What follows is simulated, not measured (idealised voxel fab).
Presented below is a process module, voxel transistor to metal.
Cross-section cut: width 290 nm, square cells of 5 nm.
Format of a cross-section: grid, square cells. Given as bands. Order: top down. Band: one or more rows of cells. A band entry consists of two parts. The first gives the height of the band's top and the height of its bottom, in nm. The rest lists the band's materials from left to right, each with its width in nm. A single material labelled with the word "edge to edge" fills the band from edge to edge, and the word "blank" marks empty space. It should be noted that heights are counted from 0, beneath which the wafer as supplied is of one material throughout, and that the lowest band possesses no lower boundary but continues downward, as written in "0 nm and below". Width: "30->40" (first number = top row, second number = bottom row, same change from row to row of cells). When a step is marked "nothing got changed", none of the cells in the cross-section changed during that step. "Voids lacking openings" contains a list of empty spaces, each no smaller than 8 cells and without an open way to the top, written in the form width x height at distance with the distance from the left edge and all three in nm. after a step's settings: what the simulator itself notes on the step. overlay nm: mask right of planned place by this much (step with mask). Neg. = left.
The planned process steps are enumerated hereunder:
step 1: RECEIVE (material Si)
step 2: CONFORMAL_DEP (material SiO2; thk nm 5)
step 3: CONFORMAL_DEP (material SiN; thk nm 10)
step 4: MASKED_ETCH (tone cover; mask id ACTIVE; width nm 115; pitch nm 135; etch materials SiN; depth nm 10; overlay nm 0)
step 5: MASKED_ETCH (tone cover; mask id ACTIVE; width nm 115; pitch nm 135; etch materials SiO2; depth nm 5; overlay nm 0)
step 6: MASKED_ETCH (tone cover; mask id ACTIVE; width nm 115; pitch nm 135; etch materials Si; depth nm 30; overlay nm 0)
step 7: FILL_DEP (material SiO2; thk nm 5)
step 8: CMP (height nm 15)
step 9: SELECTIVE_ETCH (etch materials SiO2; depth nm 5)
step 10: STRIP (etch materials SiN)
step 11: SELECTIVE_ETCH (etch materials SiO2; depth nm 5)
step 12: OXIDIZE (depth nm 5)
step 13: DIRECTIONAL_DEP (material polySi; thk nm 30)
step 14: DIRECTIONAL_DEP (material SiCN; thk nm 10)
step 15: PATTERN (tone cover; mask id GATE; material resist; width nm 35; pitch nm 135; thk nm 20; overlay nm 0)
step 16: DIRECTIONAL_ETCH (etch materials SiCN; depth nm 20)
step 17: DIRECTIONAL_ETCH (etch materials polySi; depth nm 40)
step 18: STRIP (etch materials resist)
step 19: CONFORMAL_DEP (material SiO2; thk nm 5)
step 20: DIRECTIONAL_ETCH (etch materials SiO2; depth nm 5)
step 21: CONFORMAL_DEP (material SiN; thk nm 10)
step 22: DIRECTIONAL_ETCH (etch materials SiN; depth nm 10)
step 23: DIRECTIONAL_ETCH (etch materials SiO2; depth nm 5)
step 24: EPI (material SiGe; thk nm 5)
step 25: FILL_DEP (material SiO2; thk nm 10)
step 26: CMP (height nm 30)
step 27: STRIP (etch materials polySi)
step 28: SELECTIVE_ETCH (etch materials SiO2; depth nm 5)
step 29: CONFORMAL_DEP (material HfO2; thk nm 5)
step 30: CONFORMAL_DEP (material TiN; thk nm 5)
step 31: FILL_DEP (material W; thk nm 10)
step 32: CMP (height nm 25)
step 33: DIRECTIONAL_DEP (material SiO2; thk nm 15)
step 34: PATTERN (tone open; mask id CONTACT; material resist; width nm 15; thk nm 15; overlay nm 0)
step 35: DIRECTIONAL_ETCH (etch materials SiO2; depth nm 40)
step 36: STRIP (etch materials resist)
step 37: CONFORMAL_DEP (material TiN; thk nm 5)
step 38: FILL_DEP (material Ru; thk nm 5)
step 39: CMP (height nm 40)
step 40: DIRECTIONAL_DEP (material TiN; thk nm 5)
step 41: DIRECTIONAL_DEP (material Ru; thk nm 15)
step 42: MASKED_ETCH (tone cover; mask id METAL_1; width nm 15; etch materials Ru; depth nm 15; overlay nm 0)
step 43: MASKED_ETCH (tone cover; mask id METAL_1; width nm 15; etch materials TiN; depth nm 5; overlay nm 0)
step 44: FILL_DEP (material lowk; thk nm 10)
step 45: CMP (height nm 60)
step 46: CONFORMAL_DEP (material SiN; thk nm 5)
So this is the incoming wafer in cross-section - it's already been through step 1:
- 0 nm and below | Si edge to edge
- Voids lacking openings: none
Here's the wafer cut in cross-section after the module, started and planned just like above, except one thing was done wrong in the run:
- 65 nm to 60 nm | SiN edge to edge
- 60 nm to 45 nm | 25 nm lowk, then 15 nm Ru, then 75 nm lowk, then 15 nm Ru, then 30 nm lowk, then 15 nm Ru, then 75 nm lowk, then 15 nm Ru, then 25 nm lowk
- 45 nm to 40 nm | 25 nm lowk, then 15 nm TiN, then 75 nm lowk, then 15 nm TiN, then 30 nm lowk, then 15 nm TiN, then 75 nm lowk, then 15 nm TiN, then 25 nm lowk
- 40 nm to 30 nm | 25 nm SiO2, then 5 nm TiN, then 5 nm Ru, then 5 nm TiN, then 75 nm SiO2, then 5 nm TiN, then 5 nm Ru, then 5 nm TiN, then 30 nm SiO2, then 5 nm TiN, then 5 nm Ru, then 5 nm TiN, then 75 nm SiO2, then 5 nm TiN, then 5 nm Ru, then 5 nm TiN, then 25 nm SiO2
- 30 nm to 25 nm | 25 nm SiO2, then 15 nm TiN, then 75 nm SiO2, then 5 nm TiN, then 5 nm Ru, then 5 nm TiN, then 30 nm SiO2, then 15 nm TiN, then 75 nm SiO2, then 5 nm TiN, then 5 nm Ru, then 5 nm TiN, then 25 nm SiO2
- 25 nm to 10 nm | 25 nm SiO2, then 10 nm TiN, then 10 nm SiN, then 5 nm HfO2, then 5 nm TiN, then 25 nm W, then 5 nm TiN, then 5 nm HfO2, then 10 nm SiN, then 15 nm SiO2, then 5 nm TiN, then 5 nm Ru, then 5 nm TiN, then 30 nm SiO2, then 10 nm TiN, then 10 nm SiN, then 5 nm HfO2, then 5 nm TiN, then 25 nm W, then 5 nm TiN, then 5 nm HfO2, then 10 nm SiN, then 15 nm SiO2, then 5 nm TiN, then 5 nm Ru, then 5 nm TiN, then 25 nm SiO2
- 10 nm to 5 nm | 25 nm SiO2, then 10 nm TiN, then 10 nm SiN, then 5 nm HfO2, then 5 nm TiN, then 25 nm W, then 5 nm TiN, then 5 nm HfO2, then 10 nm SiN, then 15 nm SiO2, then 15 nm TiN, then 30 nm SiO2, then 10 nm TiN, then 10 nm SiN, then 5 nm HfO2, then 5 nm TiN, then 25 nm W, then 5 nm TiN, then 5 nm HfO2, then 10 nm SiN, then 15 nm SiO2, then 15 nm TiN, then 25 nm SiO2
- 5 nm to 0 nm | 20 nm SiO2, then 10 nm SiN, then 5 nm TiN, then 10 nm SiN, then 5 nm HfO2, then 35 nm TiN, then 5 nm HfO2, then 10 nm SiN, then 15 nm SiO2, then 10 nm TiN, then 10 nm SiN, then 20 nm SiO2, then 10 nm SiN, then 5 nm TiN, then 10 nm SiN, then 5 nm HfO2, then 35 nm TiN, then 5 nm HfO2, then 10 nm SiN, then 15 nm SiO2, then 10 nm TiN, then 10 nm SiN, then 20 nm SiO2
- 0 nm to -5 nm | 30 nm SiO2, then 5 nm SiGe, then 10 nm SiO2, then 45 nm HfO2, then 10 nm SiO2, then 25 nm SiGe, then 40 nm SiO2, then 5 nm SiGe, then 10 nm SiO2, then 45 nm HfO2, then 10 nm SiO2, then 25 nm SiGe, then 30 nm SiO2
- -5 nm to -30 nm | 20 nm SiO2, then 115 nm Si, then 20 nm SiO2, then 115 nm Si, then 20 nm SiO2
- -30 nm and below | Si edge to edge
- Voids lacking openings: none
What was done differently from what was planned? step 15 was not run as planned; what actually ran was PATTERN (tone cover; mask id GATE; material resist; width nm 35; pitch nm 135; thk nm 20; overlay nm -10)
